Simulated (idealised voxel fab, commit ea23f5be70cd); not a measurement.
Name of the process module below: voxel wiring stack
Cross-section cut spans 215 nm and uses square cells 5 nm in size.
Throughout this document, each cross-section is represented as a grid of square cells and is presented as a sequence of bands enumerated from the top downward, where a band comprises one or more rows of cells.
Read a band's entry like this: the first values are the height of its top and the height of its bottom in nm, and what follows is the sequence of materials from left to right, each with its width in nm. Note that "air" is empty space, and that a single material marked "all across" reaches across the band from edge to edge.
Heads up on the height convention: 0 is the point under which the incoming wafer is all one material, and the lowest band has no bottom, it just keeps going down, like "0 -> down".
With a width like "30..40", each row of cells in the band differs from the next by the same amount, the top row carrying the first number and the bottom row the second.
No cell of the cross-section changed in a step that is given as "stayed the same".
Under "Listed closed voids" you'll find the enclosed gaps, the ones with no way out to the top, that are 8 cells or bigger; each reads width x height at distance, with distance counted from the left edge, everything in nm.
Heads up: the bit after the settings on a step's line is the simulator's remark on that step.
overlay nm: for a step with a mask, the amount by which the mask lay right of where it was planned; a negative amount means left of it.
## Below is the list of planned process steps
1. RECEIVE | material Si
2. CONFORMAL_DEP | material SiO2 | thk nm 15
3. CONFORMAL_DEP | material SiN | thk nm 5
4. DIRECTIONAL_DEP | material lowk | thk nm 15
5. MASKED_ETCH | tone open | mask id METAL_1 | width nm 25 | pitch nm 45 | etch materials lowk | depth nm 15 | overlay nm 0
6. MASKED_ETCH | tone open | mask id METAL_1 | width nm 25 | pitch nm 45 | etch materials SiN | depth nm 5 | overlay nm 0
7. CONFORMAL_DEP | material TiN | thk nm 5
8. FILL_DEP | material Cu | thk nm 5
9. CMP | height nm 35
10. CONFORMAL_DEP | material SiCN | thk nm 5
11. DIRECTIONAL_DEP | material SiO2 | thk nm 25
12. DIRECTIONAL_DEP | material aC | thk nm 10
13. PATTERN | tone open | mask id METAL_2_HOLES | material resist | width nm 15 | pitch nm 45 | thk nm 25 | overlay nm 0
14. DIRECTIONAL_ETCH | etch materials aC | depth nm 10
15. STRIP | etch materials resist
16. DIRECTIONAL_ETCH | etch materials SiO2 | depth nm 25
17. STRIP | etch materials aC
18. MASKED_ETCH | tone open | mask id METAL_2 | width nm 25 | pitch nm 45 | etch materials SiO2 | depth nm 15 | overlay nm 0
19. MASKED_ETCH | tone open | mask id METAL_2 | width nm 25 | pitch nm 45 | etch materials SiCN | depth nm 5 | overlay nm 0
20. CONFORMAL_DEP | material TiN | thk nm 5
21. FILL_DEP | material Ru | thk nm 10
22. CMP | height nm 65
23. CONFORMAL_DEP | material SiCN | thk nm 5
24. DIRECTIONAL_DEP | material SiO2 | thk nm 15
25. MASKED_ETCH | tone open | mask id PLUG_2 | width nm 15 | etch materials SiO2 | depth nm 15 | overlay nm 0
26. MASKED_ETCH | tone open | mask id PLUG_2 | width nm 15 | etch materials SiCN | depth nm 5 | overlay nm 0
27. EPI | material Ru | thk nm 10
28. EPI | material Ru | thk nm 10
29. DIRECTIONAL_DEP | material TiN | thk nm 5
30. DIRECTIONAL_DEP | material Ru | thk nm 20
31. DIRECTIONAL_DEP | material aC | thk nm 10
32. PATTERN | tone cover | mask id METAL_3 | material resist | width nm 25 | pitch nm 45 | thk nm 25 | overlay nm 0
33. DIRECTIONAL_ETCH | etch materials aC | depth nm 10
34. STRIP | etch materials resist
35. DIRECTIONAL_ETCH | etch materials Ru | depth nm 20
36. DIRECTIONAL_ETCH | etch materials TiN | depth nm 5
37. STRIP | etch materials aC
38. FILL_DEP | material SiO2 | thk nm 5
39. CMP | height nm 110
40. CONFORMAL_DEP | material SiCN | thk nm 5
41. DIRECTIONAL_DEP | material lowk | thk nm 25
42. MASKED_ETCH | tone open | mask id METAL_4 | width nm 25 | pitch nm 45 | etch materials lowk | depth nm 15 | overlay nm 0
43. DIRECTIONAL_DEP | material aC | thk nm 15
44. PATTERN | tone open | mask id METAL_4_HOLES | material resist | width nm 15 | thk nm 35 | overlay nm 0
45. DIRECTIONAL_ETCH | etch materials aC | depth nm 15
46. STRIP | etch materials resist
47. DIRECTIONAL_ETCH | etch materials lowk | depth nm 10
48. DIRECTIONAL_ETCH | etch materials SiCN | depth nm 5
49. STRIP | etch materials aC
50. CONFORMAL_DEP | material TiN | thk nm 5
51. FILL_DEP | material Cu | thk nm 10
52. CMP | height nm 140
53. CONFORMAL_DEP | material SiCN | thk nm 5
## As received (post step 1): cross-section
> 0 -> down  Si all across
> Listed closed voids: none
## Cross-section taken at module completion on the first of two wafers; processed per the plan
> 145 -> 140  SiCN all across
> 140 -> 130  lowk: 70, then TiN: 5, then Cu: 15, then TiN: 5, then lowk: 20, then TiN: 5, then Cu: 15, then TiN: 5, then lowk: 75
> 130 -> 125  lowk: 70, then TiN: 5, then Cu: 5, then TiN: 15, then lowk: 20, then TiN: 25, then lowk: 75
> 125 -> 115  lowk: 70, then TiN: 5, then Cu: 5, then TiN: 5, then lowk: 130
> 115 -> 110  SiCN: 70, then TiN: 15, then SiCN: 130
> 110 -> 90  SiO2: 70, then Ru: 25, then SiO2: 20, then Ru: 25, then SiO2: 75
> 90 -> 85  SiO2: 70, then TiN: 25, then SiO2: 20, then TiN: 25, then SiO2: 75
> 85 -> 70  SiO2: 70, then Ru: 15, then SiO2: 130
> 70 -> 65  SiCN: 70, then Ru: 15, then SiCN: 130
> 65 -> 55  SiO2: 70, then TiN: 5, then Ru: 15, then TiN: 5, then SiO2: 20, then TiN: 5, then Ru: 15, then TiN: 5, then SiO2: 75
> 55 -> 50  SiO2: 70, then TiN: 5, then Ru: 5, then TiN: 15, then SiO2: 20, then TiN: 5, then Ru: 5, then TiN: 15, then SiO2: 75
> 50 -> 40  SiO2: 70, then TiN: 5, then Ru: 5, then TiN: 5, then SiO2: 30, then TiN: 5, then Ru: 5, then TiN: 5, then SiO2: 85
> 40 -> 35  SiCN: 70, then TiN: 15, then SiCN: 30, then TiN: 15, then SiCN: 85
> 35 -> 20  lowk: 70, then TiN: 5, then Cu: 15, then TiN: 5, then lowk: 20, then TiN: 5, then Cu: 15, then TiN: 5, then lowk: 75
> 20 -> 15  SiN: 70, then TiN: 25, then SiN: 20, then TiN: 25, then SiN: 75
> 15 -> 0  SiO2 all across
> 0 -> down  Si all across
> Listed closed voids: none
## Second of two wafers, module complete, sectioned: it shares the first wafer's start and plan but was run with one mistake
> 145 -> 140  SiCN all across
> 140 -> 130  lowk: 70, then TiN: 5, then Cu: 15, then TiN: 5, then lowk: 20, then TiN: 5, then Cu: 15, then TiN: 5, then lowk: 75
> 130 -> 125  lowk: 70, then TiN: 5, then Cu: 5, then TiN: 15, then lowk: 20, then TiN: 25, then lowk: 75
> 125 -> 115  lowk: 70, then TiN: 5, then Cu: 5, then TiN: 5, then lowk: 130
> 115 -> 110  SiCN: 70, then TiN: 15, then SiCN: 130
> 110 -> 90  SiO2: 70, then Ru: 25, then SiO2: 20, then Ru: 25, then SiO2: 75
> 90 -> 85  SiO2: 70, then TiN: 25, then SiO2: 20, then TiN: 25, then SiO2: 75
> 85 -> 70  SiO2: 70, then Ru: 15, then SiO2: 130
> 70 -> 65  SiCN: 70, then Ru: 15, then SiCN: 130
> 65 -> 55  SiO2: 70, then TiN: 5, then Ru: 15, then TiN: 5, then SiO2: 20, then TiN: 5, then Ru: 15, then TiN: 5, then SiO2: 75
> 55 -> 50  SiO2: 70, then TiN: 5, then Ru: 5, then TiN: 15, then SiO2: 20, then TiN: 5, then Ru: 5, then TiN: 15, then SiO2: 75
> 50 -> 40  SiO2: 70, then TiN: 5, then Ru: 5, then TiN: 5, then SiO2: 30, then TiN: 5, then Ru: 5, then TiN: 5, then SiO2: 85
> 40 -> 35  SiCN: 70, then TiN: 15, then SiCN: 30, then TiN: 15, then SiCN: 85
> 35 -> 30  SiN: 70, then TiN: 25, then SiN: 20, then TiN: 25, then SiN: 75
> 30 -> 0  SiO2 all across
> 0 -> down  Si all across
> Listed closed voids: none
Processing error: yeah, plan step 2 got run twice
Materials where the second wafer ends with more or fewer cells than the first: -18 Cu | +129 SiO2 | -12 TiN | -99 lowk
